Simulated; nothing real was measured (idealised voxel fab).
Proc. module: voxel wiring stack
Square cell edge 5 nm, section width 255 nm, ID cut.
In this document a cross-section is written as a grid of square cells. It is given as a series of bands, listed from the top down, and a band is one or more rows of cells. It is stipulated that each band's entry specify, in nanometres, the height of the top of the band and then that of its bottom, followed by the materials of the band in left-to-right sequence, each together with its width in nanometres. A single material marked by the word "edge to edge" is understood to fill the band from edge to edge; the word "blank" is understood to denote empty space. A quick word on heights: they are counted from 0, and under that level the wafer as it came to us is one material throughout. The lowest band is different from the rest in having no bottom; it simply continues downward, written as in "0 -> down". With a width like "30 to 40", each row of cells in the band differs from the next by the same amount, the top row carrying the first number and the bottom row the second. Where the words "no alteration" appear for a step, the cross-section shows no cell changed by that step; every cell remained as before. Enclosed voids (no open way to top), threshold 8 cells or more, entry "Tabulated closed voids", notation width x height at distance, distance from left edge, nm. after a step's settings: what the simulator itself notes on the step. "overlay nm" on a masked step: distance the mask lay right of its planned place, negative for left.
So here's the lineup of process steps we planned:
1: RECEIVE: material Si
2: CONFORMAL_DEP: material SiO2, thk nm 15
3: DIRECTIONAL_DEP: material TiN, thk nm 5
4: DIRECTIONAL_DEP: material W, thk nm 15
5: DIRECTIONAL_DEP: material aC, thk nm 10
6: PATTERN: tone cover, mask id METAL_1, material resist, width nm 30, pitch nm 50, thk nm 25, overlay nm 0
7: DIRECTIONAL_ETCH: etch materials aC, depth nm 10
8: STRIP: etch materials resist
9: DIRECTIONAL_ETCH: etch materials W, depth nm 15
10: DIRECTIONAL_ETCH: etch materials TiN, depth nm 5
11: STRIP: etch materials aC
12: FILL_DEP: material SiO2, thk nm 10
13: CMP: height nm 35
14: CONFORMAL_DEP: material SiCN, thk nm 5
15: DIRECTIONAL_DEP: material lowk, thk nm 10
16: PATTERN: tone open, mask id PLUG_1, material resist, width nm 15, pitch nm 50, thk nm 20, overlay nm 0
17: DIRECTIONAL_ETCH: etch materials lowk, depth nm 10
18: DIRECTIONAL_ETCH: etch materials SiCN, depth nm 5
19: STRIP: etch materials resist
20: CONFORMAL_DEP: material TiN, thk nm 5
21: FILL_DEP: material Ru, thk nm 5
22: CMP: height nm 50
23: DIRECTIONAL_DEP: material TiN, thk nm 5
24: DIRECTIONAL_DEP: material Ru, thk nm 15
25: DIRECTIONAL_DEP: material aC, thk nm 10
26: PATTERN: tone cover, mask id METAL_2, material resist, width nm 30, pitch nm 50, thk nm 25, overlay nm 0
27: DIRECTIONAL_ETCH: etch materials aC, depth nm 10
28: STRIP: etch materials resist
29: DIRECTIONAL_ETCH: etch materials Ru, depth nm 15
30: DIRECTIONAL_ETCH: etch materials TiN, depth nm 5
31: STRIP: etch materials aC
32: CONFORMAL_DEP: material SiCN, thk nm 5
33: FILL_DEP: material lowk, thk nm 10
34: CMP: height nm 70
35: CONFORMAL_DEP: material SiCN, thk nm 5
first wafer, as planned:
Cross-section of the incoming wafer, state after step 1:
0 -> down | Si edge to edge
Tabulated closed voids: none
Wafer after step 2 (cross-section):
15 -> 0 | SiO2 edge to edge
Lower than 0, everything is as it was.
Wafer after step 3 (cross-section):
20 -> 15 | TiN edge to edge
Lower than 15, everything is as it was.
Wafer after step 4 (cross-section):
35 -> 20 | W edge to edge
Lower than 20, everything is as it was.
Wafer after step 5 (cross-section):
45 -> 35 | aC edge to edge
Lower than 35, everything is as it was.
Wafer after step 6 (cross-section):
70 -> 45 | 35 nm blank / 30 nm resist / 20 nm blank / 30 nm resist / 20 nm blank / 30 nm resist / 20 nm blank / 30 nm resist / 40 nm blank
Lower than 45, everything is as it was.
Wafer after step 7 (cross-section):
60 -> 45 | 35 nm blank / 30 nm resist / 20 nm blank / 30 nm resist / 20 nm blank / 30 nm resist / 20 nm blank / 30 nm resist / 40 nm blank
45 -> 35 | 35 nm blank / 30 nm aC / 20 nm blank / 30 nm aC / 20 nm blank / 30 nm aC / 20 nm blank / 30 nm aC / 40 nm blank
Lower than 35, everything is as it was.
Wafer after step 8 (cross-section):
45 -> 35 | 35 nm blank / 30 nm aC / 20 nm blank / 30 nm aC / 20 nm blank / 30 nm aC / 20 nm blank / 30 nm aC / 40 nm blank
Lower than 35, everything is as it was.
Wafer after step 9 (cross-section):
45 -> 35 | 35 nm blank / 30 nm aC / 20 nm blank / 30 nm aC / 20 nm blank / 30 nm aC / 20 nm blank / 30 nm aC / 40 nm blank
35 -> 20 | 35 nm blank / 30 nm W / 20 nm blank / 30 nm W / 20 nm blank / 30 nm W / 20 nm blank / 30 nm W / 40 nm blank
Lower than 20, everything is as it was.
Wafer after step 10 (cross-section):
45 -> 35 | 35 nm blank / 30 nm aC / 20 nm blank / 30 nm aC / 20 nm blank / 30 nm aC / 20 nm blank / 30 nm aC / 40 nm blank
35 -> 20 | 35 nm blank / 30 nm W / 20 nm blank / 30 nm W / 20 nm blank / 30 nm W / 20 nm blank / 30 nm W / 40 nm blank
20 -> 15 | 35 nm blank / 30 nm TiN / 20 nm blank / 30 nm TiN / 20 nm blank / 30 nm TiN / 20 nm blank / 30 nm TiN / 40 nm blank
Lower than 15, everything is as it was.
Wafer after step 11 (cross-section):
35 -> 20 | 35 nm blank / 30 nm W / 20 nm blank / 30 nm W / 20 nm blank / 30 nm W / 20 nm blank / 30 nm W / 40 nm blank
Lower than 20, everything is as it was.
Wafer after step 12 (cross-section):
45 -> 35 | SiO2 edge to edge
35 -> 20 | 35 nm SiO2 / 30 nm W / 20 nm SiO2 / 30 nm W / 20 nm SiO2 / 30 nm W / 20 nm SiO2 / 30 nm W / 40 nm SiO2
20 -> 15 | 35 nm SiO2 / 30 nm TiN / 20 nm SiO2 / 30 nm TiN / 20 nm SiO2 / 30 nm TiN / 20 nm SiO2 / 30 nm TiN / 40 nm SiO2
Lower than 15, everything is as it was.
Wafer after step 13 (cross-section):
35 -> 20 | 35 nm SiO2 / 30 nm W / 20 nm SiO2 / 30 nm W / 20 nm SiO2 / 30 nm W / 20 nm SiO2 / 30 nm W / 40 nm SiO2
Lower than 20, everything is as it was.
Wafer after step 14 (cross-section):
40 -> 35 | SiCN edge to edge
Lower than 35, everything is as it was.
Wafer after step 15 (cross-section):
50 -> 40 | lowk edge to edge
Lower than 40, everything is as it was.
Wafer after step 16 (cross-section):
70 -> 50 | 35 nm resist / 15 nm blank / 35 nm resist / 15 nm blank / 35 nm resist / 15 nm blank / 35 nm resist / 15 nm blank / 55 nm resist
Lower than 50, everything is as it was.
Wafer after step 17 (cross-section):
70 -> 50 | 35 nm resist / 15 nm blank / 35 nm resist / 15 nm blank / 35 nm resist / 15 nm blank / 35 nm resist / 15 nm blank / 55 nm resist
50 -> 40 | 35 nm lowk / 15 nm blank / 35 nm lowk / 15 nm blank / 35 nm lowk / 15 nm blank / 35 nm lowk / 15 nm blank / 55 nm lowk
Lower than 40, everything is as it was.
Wafer after step 18 (cross-section):
70 -> 50 | 35 nm resist / 15 nm blank / 35 nm resist / 15 nm blank / 35 nm resist / 15 nm blank / 35 nm resist / 15 nm blank / 55 nm resist
50 -> 40 | 35 nm lowk / 15 nm blank / 35 nm lowk / 15 nm blank / 35 nm lowk / 15 nm blank / 35 nm lowk / 15 nm blank / 55 nm lowk
40 -> 35 | 35 nm SiCN / 15 nm blank / 35 nm SiCN / 15 nm blank / 35 nm SiCN / 15 nm blank / 35 nm SiCN / 15 nm blank / 55 nm SiCN
Lower than 35, everything is as it was.
Wafer after step 19 (cross-section):
50 -> 40 | 35 nm lowk / 15 nm blank / 35 nm lowk / 15 nm blank / 35 nm lowk / 15 nm blank / 35 nm lowk / 15 nm blank / 55 nm lowk
Lower than 40, everything is as it was.
Wafer after step 20 (cross-section):
55 -> 50 | 40 nm TiN / 5 nm blank / 45 nm TiN / 5 nm blank / 45 nm TiN / 5 nm blank / 45 nm TiN / 5 nm blank / 60 nm TiN
50 -> 40 | 35 nm lowk / 5 nm TiN / 5 nm blank / 5 nm TiN / 35 nm lowk / 5 nm TiN / 5 nm blank / 5 nm TiN / 35 nm lowk / 5 nm TiN / 5 nm blank / 5 nm TiN / 35 nm lowk / 5 nm TiN / 5 nm blank / 5 nm TiN / 55 nm lowk
40 -> 35 | 35 nm SiCN / 15 nm TiN / 35 nm SiCN / 15 nm TiN / 35 nm SiCN / 15 nm TiN / 35 nm SiCN / 15 nm TiN / 55 nm SiCN
Lower than 35, everything is as it was.
Wafer after step 21 (cross-section):
60 -> 55 | Ru edge to edge
55 -> 50 | 40 nm TiN / 5 nm Ru / 45 nm TiN / 5 nm Ru / 45 nm TiN / 5 nm Ru / 45 nm TiN / 5 nm Ru / 60 nm TiN
50 -> 40 | 35 nm lowk / 5 nm TiN / 5 nm Ru / 5 nm TiN / 35 nm lowk / 5 nm TiN / 5 nm Ru / 5 nm TiN / 35 nm lowk / 5 nm TiN / 5 nm Ru / 5 nm TiN / 35 nm lowk / 5 nm TiN / 5 nm Ru / 5 nm TiN / 55 nm lowk
Lower than 40, everything is as it was.
Wafer after step 22 (cross-section):
50 -> 40 | 35 nm lowk / 5 nm TiN / 5 nm Ru / 5 nm TiN / 35 nm lowk / 5 nm TiN / 5 nm Ru / 5 nm TiN / 35 nm lowk / 5 nm TiN / 5 nm Ru / 5 nm TiN / 35 nm lowk / 5 nm TiN / 5 nm Ru / 5 nm TiN / 55 nm lowk
Lower than 40, everything is as it was.
Wafer after step 23 (cross-section):
55 -> 50 | TiN edge to edge
Lower than 50, everything is as it was.
Wafer after step 24 (cross-section):
70 -> 55 | Ru edge to edge
Lower than 55, everything is as it was.
Wafer after step 25 (cross-section):
80 -> 70 | aC edge to edge
Lower than 70, everything is as it was.
Wafer after step 26 (cross-section):
105 -> 80 | 35 nm blank / 30 nm resist / 20 nm blank / 30 nm resist / 20 nm blank / 30 nm resist / 20 nm blank / 30 nm resist / 40 nm blank
Lower than 80, everything is as it was.
Wafer after step 27 (cross-section):
95 -> 80 | 35 nm blank / 30 nm resist / 20 nm blank / 30 nm resist / 20 nm blank / 30 nm resist / 20 nm blank / 30 nm resist / 40 nm blank
80 -> 70 | 35 nm blank / 30 nm aC / 20 nm blank / 30 nm aC / 20 nm blank / 30 nm aC / 20 nm blank / 30 nm aC / 40 nm blank
Lower than 70, everything is as it was.
Wafer after step 28 (cross-section):
80 -> 70 | 35 nm blank / 30 nm aC / 20 nm blank / 30 nm aC / 20 nm blank / 30 nm aC / 20 nm blank / 30 nm aC / 40 nm blank
Lower than 70, everything is as it was.
Wafer after step 29 (cross-section):
80 -> 70 | 35 nm blank / 30 nm aC / 20 nm blank / 30 nm aC / 20 nm blank / 30 nm aC / 20 nm blank / 30 nm aC / 40 nm blank
70 -> 55 | 35 nm blank / 30 nm Ru / 20 nm blank / 30 nm Ru / 20 nm blank / 30 nm Ru / 20 nm blank / 30 nm Ru / 40 nm blank
Lower than 55, everything is as it was.
Wafer after step 30 (cross-section):
80 -> 70 | 35 nm blank / 30 nm aC / 20 nm blank / 30 nm aC / 20 nm blank / 30 nm aC / 20 nm blank / 30 nm aC / 40 nm blank
70 -> 55 | 35 nm blank / 30 nm Ru / 20 nm blank / 30 nm Ru / 20 nm blank / 30 nm Ru / 20 nm blank / 30 nm Ru / 40 nm blank
55 -> 50 | 35 nm blank / 30 nm TiN / 20 nm blank / 30 nm TiN / 20 nm blank / 30 nm TiN / 20 nm blank / 30 nm TiN / 40 nm blank
Lower than 50, everything is as it was.
Wafer after step 31 (cross-section):
70 -> 55 | 35 nm blank / 30 nm Ru / 20 nm blank / 30 nm Ru / 20 nm blank / 30 nm Ru / 20 nm blank / 30 nm Ru / 40 nm blank
Lower than 55, everything is as it was.
Wafer after step 32 (cross-section):
75 -> 70 | 30 nm blank / 40 nm SiCN / 10 nm blank / 40 nm SiCN / 10 nm blank / 40 nm SiCN / 10 nm blank / 40 nm SiCN / 35 nm blank
70 -> 55 | 30 nm blank / 5 nm SiCN / 30 nm Ru / 5 nm SiCN / 10 nm blank / 5 nm SiCN / 30 nm Ru / 5 nm SiCN / 10 nm blank / 5 nm SiCN / 30 nm Ru / 5 nm SiCN / 10 nm blank / 5 nm SiCN / 30 nm Ru / 5 nm SiCN / 35 nm blank
55 -> 50 | 35 nm SiCN / 30 nm TiN / 20 nm SiCN / 30 nm TiN / 20 nm SiCN / 30 nm TiN / 20 nm SiCN / 30 nm TiN / 40 nm SiCN
Lower than 50, everything is as it was.
Wafer after step 33 (cross-section):
85 -> 75 | lowk edge to edge
75 -> 70 | 30 nm lowk / 40 nm SiCN / 10 nm lowk / 40 nm SiCN / 10 nm lowk / 40 nm SiCN / 10 nm lowk / 40 nm SiCN / 35 nm lowk
70 -> 55 | 30 nm lowk / 5 nm SiCN / 30 nm Ru / 5 nm SiCN / 10 nm lowk / 5 nm SiCN / 30 nm Ru / 5 nm SiCN / 10 nm lowk / 5 nm SiCN / 30 nm Ru / 5 nm SiCN / 10 nm lowk / 5 nm SiCN / 30 nm Ru / 5 nm SiCN / 35 nm lowk
Lower than 55, everything is as it was.
Wafer after step 34 (cross-section):
70 -> 55 | 30 nm lowk / 5 nm SiCN / 30 nm Ru / 5 nm SiCN / 10 nm lowk / 5 nm SiCN / 30 nm Ru / 5 nm SiCN / 10 nm lowk / 5 nm SiCN / 30 nm Ru / 5 nm SiCN / 10 nm lowk / 5 nm SiCN / 30 nm Ru / 5 nm SiCN / 35 nm lowk
Lower than 55, everything is as it was.
Wafer after step 35 (cross-section):
75 -> 70 | SiCN edge to edge
Lower than 70, everything is as it was.
Second wafer. Start and plan as for the first. One mistake made in running. Agrees with the first up to and including step 1:
Second wafer, cut view, end of step 2 per plan:
25 -> 0 | SiO2 edge to edge
Lower than 0, everything is as it was.
Second wafer, cut view, end of step 3 per plan:
30 -> 25 | TiN edge to edge
Lower than 25, everything is as it was.
Second wafer, cut view, end of step 4 per plan:
45 -> 30 | W edge to edge
Lower than 30, everything is as it was.
Second wafer, cut view, end of step 5 per plan:
55 -> 45 | aC edge to edge
Lower than 45, everything is as it was.
Second wafer, cut view, end of step 6 per plan:
80 -> 55 | 35 nm blank / 30 nm resist / 20 nm blank / 30 nm resist / 20 nm blank / 30 nm resist / 20 nm blank / 30 nm resist / 40 nm blank
Lower than 55, everything is as it was.
Second wafer, cut view, end of step 7 per plan:
70 -> 55 | 35 nm blank / 30 nm resist / 20 nm blank / 30 nm resist / 20 nm blank / 30 nm resist / 20 nm blank / 30 nm resist / 40 nm blank
55 -> 45 | 35 nm blank / 30 nm aC / 20 nm blank / 30 nm aC / 20 nm blank / 30 nm aC / 20 nm blank / 30 nm aC / 40 nm blank
Lower than 45, everything is as it was.
Second wafer, cut view, end of step 8 per plan:
55 -> 45 | 35 nm blank / 30 nm aC / 20 nm blank / 30 nm aC / 20 nm blank / 30 nm aC / 20 nm blank / 30 nm aC / 40 nm blank
Lower than 45, everything is as it was.
Second wafer, cut view, end of step 9 per plan:
55 -> 45 | 35 nm blank / 30 nm aC / 20 nm blank / 30 nm aC / 20 nm blank / 30 nm aC / 20 nm blank / 30 nm aC / 40 nm blank
45 -> 30 | 35 nm blank / 30 nm W / 20 nm blank / 30 nm W / 20 nm blank / 30 nm W / 20 nm blank / 30 nm W / 40 nm blank
Lower than 30, everything is as it was.
Second wafer, cut view, end of step 10 per plan:
55 -> 45 | 35 nm blank / 30 nm aC / 20 nm blank / 30 nm aC / 20 nm blank / 30 nm aC / 20 nm blank / 30 nm aC / 40 nm blank
45 -> 30 | 35 nm blank / 30 nm W / 20 nm blank / 30 nm W / 20 nm blank / 30 nm W / 20 nm blank / 30 nm W / 40 nm blank
30 -> 25 | 35 nm blank / 30 nm TiN / 20 nm blank / 30 nm TiN / 20 nm blank / 30 nm TiN / 20 nm blank / 30 nm TiN / 40 nm blank
Lower than 25, everything is as it was.
Second wafer, cut view, end of step 11 per plan:
45 -> 30 | 35 nm blank / 30 nm W / 20 nm blank / 30 nm W / 20 nm blank / 30 nm W / 20 nm blank / 30 nm W / 40 nm blank
Lower than 30, everything is as it was.
Second wafer, cut view, end of step 12 per plan:
55 -> 45 | SiO2 edge to edge
45 -> 30 | 35 nm SiO2 / 30 nm W / 20 nm SiO2 / 30 nm W / 20 nm SiO2 / 30 nm W / 20 nm SiO2 / 30 nm W / 40 nm SiO2
30 -> 25 | 35 nm SiO2 / 30 nm TiN / 20 nm SiO2 / 30 nm TiN / 20 nm SiO2 / 30 nm TiN / 20 nm SiO2 / 30 nm TiN / 40 nm SiO2
Lower than 25, everything is as it was.
Second wafer, cut view, end of step 13 per plan:
35 -> 30 | 35 nm SiO2 / 30 nm W / 20 nm SiO2 / 30 nm W / 20 nm SiO2 / 30 nm W / 20 nm SiO2 / 30 nm W / 40 nm SiO2
Lower than 30, everything is as it was.
Second wafer, cut view, end of step 14 per plan:
40 -> 35 | SiCN edge to edge
Lower than 35, everything is as it was.
Second wafer, cut view, end of step 15 per plan:
50 -> 40 | lowk edge to edge
Lower than 40, everything is as it was.
Second wafer, cut view, end of step 16 per plan:
70 -> 50 | 35 nm resist / 15 nm blank / 35 nm resist / 15 nm blank / 35 nm resist / 15 nm blank / 35 nm resist / 15 nm blank / 55 nm resist
Lower than 50, everything is as it was.
Second wafer, cut view, end of step 17 per plan:
70 -> 50 | 35 nm resist / 15 nm blank / 35 nm resist / 15 nm blank / 35 nm resist / 15 nm blank / 35 nm resist / 15 nm blank / 55 nm resist
50 -> 40 | 35 nm lowk / 15 nm blank / 35 nm lowk / 15 nm blank / 35 nm lowk / 15 nm blank / 35 nm lowk / 15 nm blank / 55 nm lowk
Lower than 40, everything is as it was.
Second wafer, cut view, end of step 18 per plan:
70 -> 50 | 35 nm resist / 15 nm blank / 35 nm resist / 15 nm blank / 35 nm resist / 15 nm blank / 35 nm resist / 15 nm blank / 55 nm resist
50 -> 40 | 35 nm lowk / 15 nm blank / 35 nm lowk / 15 nm blank / 35 nm lowk / 15 nm blank / 35 nm lowk / 15 nm blank / 55 nm lowk
40 -> 35 | 35 nm SiCN / 15 nm blank / 35 nm SiCN / 15 nm blank / 35 nm SiCN / 15 nm blank / 35 nm SiCN / 15 nm blank / 55 nm SiCN
Lower than 35, everything is as it was.
Second wafer, cut view, end of step 19 per plan:
50 -> 40 | 35 nm lowk / 15 nm blank / 35 nm lowk / 15 nm blank / 35 nm lowk / 15 nm blank / 35 nm lowk / 15 nm blank / 55 nm lowk
Lower than 40, everything is as it was.
Second wafer, cut view, end of step 20 per plan:
55 -> 50 | 40 nm TiN / 5 nm blank / 45 nm TiN / 5 nm blank / 45 nm TiN / 5 nm blank / 45 nm TiN / 5 nm blank / 60 nm TiN
50 -> 40 | 35 nm lowk / 5 nm TiN / 5 nm blank / 5 nm TiN / 35 nm lowk / 5 nm TiN / 5 nm blank / 5 nm TiN / 35 nm lowk / 5 nm TiN / 5 nm blank / 5 nm TiN / 35 nm lowk / 5 nm TiN / 5 nm blank / 5 nm TiN / 55 nm lowk
40 -> 35 | 35 nm SiCN / 15 nm TiN / 35 nm SiCN / 15 nm TiN / 35 nm SiCN / 15 nm TiN / 35 nm SiCN / 15 nm TiN / 55 nm SiCN
Lower than 35, everything is as it was.
Second wafer, cut view, end of step 21 per plan:
60 -> 55 | Ru edge to edge
55 -> 50 | 40 nm TiN / 5 nm Ru / 45 nm TiN / 5 nm Ru / 45 nm TiN / 5 nm Ru / 45 nm TiN / 5 nm Ru / 60 nm TiN
50 -> 40 | 35 nm lowk / 5 nm TiN / 5 nm Ru / 5 nm TiN / 35 nm lowk / 5 nm TiN / 5 nm Ru / 5 nm TiN / 35 nm lowk / 5 nm TiN / 5 nm Ru / 5 nm TiN / 35 nm lowk / 5 nm TiN / 5 nm Ru / 5 nm TiN / 55 nm lowk
Lower than 40, everything is as it was.
Second wafer, cut view, end of step 22 per plan:
50 -> 40 | 35 nm lowk / 5 nm TiN / 5 nm Ru / 5 nm TiN / 35 nm lowk / 5 nm TiN / 5 nm Ru / 5 nm TiN / 35 nm lowk / 5 nm TiN / 5 nm Ru / 5 nm TiN / 35 nm lowk / 5 nm TiN / 5 nm Ru / 5 nm TiN / 55 nm lowk
Lower than 40, everything is as it was.
Second wafer, cut view, end of step 23 per plan:
55 -> 50 | TiN edge to edge
Lower than 50, everything is as it was.
Second wafer, cut view, end of step 24 per plan:
70 -> 55 | Ru edge to edge
Lower than 55, everything is as it was.
Second wafer, cut view, end of step 25 per plan:
80 -> 70 | aC edge to edge
Lower than 70, everything is as it was.
Second wafer, cut view, end of step 26 per plan:
105 -> 80 | 35 nm blank / 30 nm resist / 20 nm blank / 30 nm resist / 20 nm blank / 30 nm resist / 20 nm blank / 30 nm resist / 40 nm blank
Lower than 80, everything is as it was.
Second wafer, cut view, end of step 27 per plan:
95 -> 80 | 35 nm blank / 30 nm resist / 20 nm blank / 30 nm resist / 20 nm blank / 30 nm resist / 20 nm blank / 30 nm resist / 40 nm blank
80 -> 70 | 35 nm blank / 30 nm aC / 20 nm blank / 30 nm aC / 20 nm blank / 30 nm aC / 20 nm blank / 30 nm aC / 40 nm blank
Lower than 70, everything is as it was.
Second wafer, cut view, end of step 28 per plan:
80 -> 70 | 35 nm blank / 30 nm aC / 20 nm blank / 30 nm aC / 20 nm blank / 30 nm aC / 20 nm blank / 30 nm aC / 40 nm blank
Lower than 70, everything is as it was.
Second wafer, cut view, end of step 29 per plan:
80 -> 70 | 35 nm blank / 30 nm aC / 20 nm blank / 30 nm aC / 20 nm blank / 30 nm aC / 20 nm blank / 30 nm aC / 40 nm blank
70 -> 55 | 35 nm blank / 30 nm Ru / 20 nm blank / 30 nm Ru / 20 nm blank / 30 nm Ru / 20 nm blank / 30 nm Ru / 40 nm blank
Lower than 55, everything is as it was.
Second wafer, cut view, end of step 30 per plan:
80 -> 70 | 35 nm blank / 30 nm aC / 20 nm blank / 30 nm aC / 20 nm blank / 30 nm aC / 20 nm blank / 30 nm aC / 40 nm blank
70 -> 55 | 35 nm blank / 30 nm Ru / 20 nm blank / 30 nm Ru / 20 nm blank / 30 nm Ru / 20 nm blank / 30 nm Ru / 40 nm blank
55 -> 50 | 35 nm blank / 30 nm TiN / 20 nm blank / 30 nm TiN / 20 nm blank / 30 nm TiN / 20 nm blank / 30 nm TiN / 40 nm blank
Lower than 50, everything is as it was.
Second wafer, cut view, end of step 31 per plan:
70 -> 55 | 35 nm blank / 30 nm Ru / 20 nm blank / 30 nm Ru / 20 nm blank / 30 nm Ru / 20 nm blank / 30 nm Ru / 40 nm blank
Lower than 55, everything is as it was.
Second wafer, cut view, end of step 32 per plan:
75 -> 70 | 30 nm blank / 40 nm SiCN / 10 nm blank / 40 nm SiCN / 10 nm blank / 40 nm SiCN / 10 nm blank / 40 nm SiCN / 35 nm blank
70 -> 55 | 30 nm blank / 5 nm SiCN / 30 nm Ru / 5 nm SiCN / 10 nm blank / 5 nm SiCN / 30 nm Ru / 5 nm SiCN / 10 nm blank / 5 nm SiCN / 30 nm Ru / 5 nm SiCN / 10 nm blank / 5 nm SiCN / 30 nm Ru / 5 nm SiCN / 35 nm blank
55 -> 50 | 35 nm SiCN / 30 nm TiN / 20 nm SiCN / 30 nm TiN / 20 nm SiCN / 30 nm TiN / 20 nm SiCN / 30 nm TiN / 40 nm SiCN
Lower than 50, everything is as it was.
Second wafer, cut view, end of step 33 per plan:
85 -> 75 | lowk edge to edge
75 -> 70 | 30 nm lowk / 40 nm SiCN / 10 nm lowk / 40 nm SiCN / 10 nm lowk / 40 nm SiCN / 10 nm lowk / 40 nm SiCN / 35 nm lowk
70 -> 55 | 30 nm lowk / 5 nm SiCN / 30 nm Ru / 5 nm SiCN / 10 nm lowk / 5 nm SiCN / 30 nm Ru / 5 nm SiCN / 10 nm lowk / 5 nm SiCN / 30 nm Ru / 5 nm SiCN / 10 nm lowk / 5 nm SiCN / 30 nm Ru / 5 nm SiCN / 35 nm lowk
Lower than 55, everything is as it was.
Second wafer, cut view, end of step 34 per plan:
70 -> 55 | 30 nm lowk / 5 nm SiCN / 30 nm Ru / 5 nm SiCN / 10 nm lowk / 5 nm SiCN / 30 nm Ru / 5 nm SiCN / 10 nm lowk / 5 nm SiCN / 30 nm Ru / 5 nm SiCN / 10 nm lowk / 5 nm SiCN / 30 nm Ru / 5 nm SiCN / 35 nm lowk
Lower than 55, everything is as it was.
Second wafer, cut view, end of step 35 per plan:
75 -> 70 | SiCN edge to edge
Lower than 70, everything is as it was.
The plan and the run diverged here: off-plan run, step 2, actual operation and settings CONFORMAL_DEP: material SiO2, thk nm 25
The final cell counts differ between the wafers, with the second having more or fewer of some materials than the first: SiO2: 48 more; W: 48 fewer
